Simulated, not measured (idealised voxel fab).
process module | voxel double patterning
cross-section cut | 255 nm wide | cells 5 nm
A cross-section is a grid of square cells, given in bands from the top down. A band is one or more rows of cells.
Each band's line starts with the height of the band's top and of its bottom, in nm. Then come its materials from left to right, each with its width in nm. One material with "throughout" fills the band from edge to edge. "air" is empty space.
Height 0 is the level under which the wafer as received is all one material. The lowest band goes on downwards, as in "0 down".
A width such as "30 to 40" changes by the same amount from each row of cells to the next, from the band's top row to its bottom row.
"no change" after a step means that no cell of the cross-section changed.
closed voids: empty space of 8 cells or more with no open way to the top, each as width x height at its distance from the left edge, in nm
after a step's settings: what the simulator itself notes on the step
overlay nm, on a step with a mask: how far to the right of its planned place the mask lay; to the left if negative
plan
1 op RECEIVE | material Si
2 op CONFORMAL_DEP | material SiO2 | thk nm 10
3 op DIRECTIONAL_DEP | material polySi | thk nm 15
4 op DIRECTIONAL_DEP | material SiCN | thk nm 5
5 op DIRECTIONAL_DEP | material aC | thk nm 15
6 op PATTERN | tone open | mask id FIRST | material resist | width nm 15 | pitch nm 50 | thk nm 30 | overlay nm 0
7 op DIRECTIONAL_ETCH | etch materials aC | depth nm 15
8 op STRIP | etch materials resist
9 op DIRECTIONAL_ETCH | etch materials SiCN | depth nm 5
10 op STRIP | etch materials aC
11 op MASKED_ETCH | tone open | mask id SECOND | width nm 15 | pitch nm 50 | etch materials SiCN | depth nm 5 | overlay nm 0
12 op DIRECTIONAL_ETCH | etch materials polySi | depth nm 15
13 op STRIP | etch materials SiCN
as received, after step 1
  0 down: Si throughout
  closed voids: none
a wafer at the end: this start, this plan, one mistake
  25 to 10: polySi 60 | air 15 | polySi 20 | air 30 | polySi 20 | air 30 | polySi 80
  10 to 0: SiO2 throughout
  0 down: Si throughout
  closed voids: none
what went wrong: step 6 ran as: op PATTERN | tone open | mask id FIRST | material resist | width nm 15 | pitch nm 50 | thk nm 30 | overlay nm -10
